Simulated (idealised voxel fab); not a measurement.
process module | voxel released beams
cross-section cut | 145 nm wide | cells 5 nm
A cross-section is a grid of square cells, given in bands from the top down. A band is one or more rows of cells.
Each band's line starts with the height of the band's top and of its bottom, in nm. Then come its materials from left to right, each with its width in nm. One material with "throughout" fills the band from edge to edge. "air" is empty space.
Height 0 is the level under which the wafer as received is all one material. The lowest band goes on downwards, as in "0 down".
A width such as "30 to 40" changes by the same amount from each row of cells to the next, from the band's top row to its bottom row.
"no change" after a step means that no cell of the cross-section changed.
closed voids: empty space of 8 cells or more with no open way to the top, each as width x height at its distance from the left edge, in nm
after a step's settings: what the simulator itself notes on the step
overlay nm, on a step with a mask: how far to the right of its planned place the mask lay; to the left if negative
plan
1 op RECEIVE | material Si
2 op CONFORMAL_DEP | material Al2O3 | thk nm 5
3 op DIRECTIONAL_DEP | material SiO2 | thk nm 20
4 op MASKED_ETCH | tone open | mask id ANCHOR | width nm 45 | etch materials SiO2 | depth nm 20 | overlay nm 0
5 op CONFORMAL_DEP | material polySi | thk nm 15
6 op MASKED_ETCH | tone cover | mask id BEAM | width nm 90 | etch materials polySi | depth nm 15 | overlay nm 0
7 op STRIP | etch materials SiO2
first wafer, as planned
as received, after step 1
  0 down: Si throughout
  closed voids: none
after step 2
  5 to 0: Al2O3 throughout
  below 0: unchanged
after step 3
  25 to 5: SiO2 throughout
  below 5: unchanged
after step 4
  25 to 5: SiO2 30 | air 45 | SiO2 70
  below 5: unchanged
after step 5
  40 to 25: polySi 45 | air 15 | polySi 85
  25 to 20: SiO2 30 | polySi 15 | air 15 | polySi 15 | SiO2 70
  20 to 5: SiO2 30 | polySi 45 | SiO2 70
  below 5: unchanged
after step 6
  40 to 25: air 25 | polySi 20 | air 15 | polySi 55 | air 30
  below 25: unchanged
after step 7
  40 to 25: air 25 | polySi 20 | air 15 | polySi 55 | air 30
  25 to 20: air 30 | polySi 15 | air 15 | polySi 15 | air 70
  20 to 5: air 30 | polySi 45 | air 70
  below 5: unchanged
second wafer: like start, like plan, one mistake. Through step 2 it matches the first wafer
when step 3 should have ended
  20 to 5: SiO2 throughout
  below 5: unchanged
when step 4 should have ended
  20 to 5: SiO2 30 | air 45 | SiO2 70
  below 5: unchanged
when step 5 should have ended
  35 to 20: polySi 45 | air 15 | polySi 85
  20 to 5: SiO2 30 | polySi 45 | SiO2 70
  below 5: unchanged
when step 6 should have ended
  35 to 20: air 25 | polySi 20 | air 15 | polySi 55 | air 30
  below 20: unchanged
when step 7 should have ended
  35 to 20: air 25 | polySi 20 | air 15 | polySi 55 | air 30
  20 to 5: air 30 | polySi 45 | air 70
  below 5: unchanged
what went wrong: step 3 ran as: op DIRECTIONAL_DEP | material SiO2 | thk nm 15
at the end the second wafer has, in cells: 6 fewer of polySi
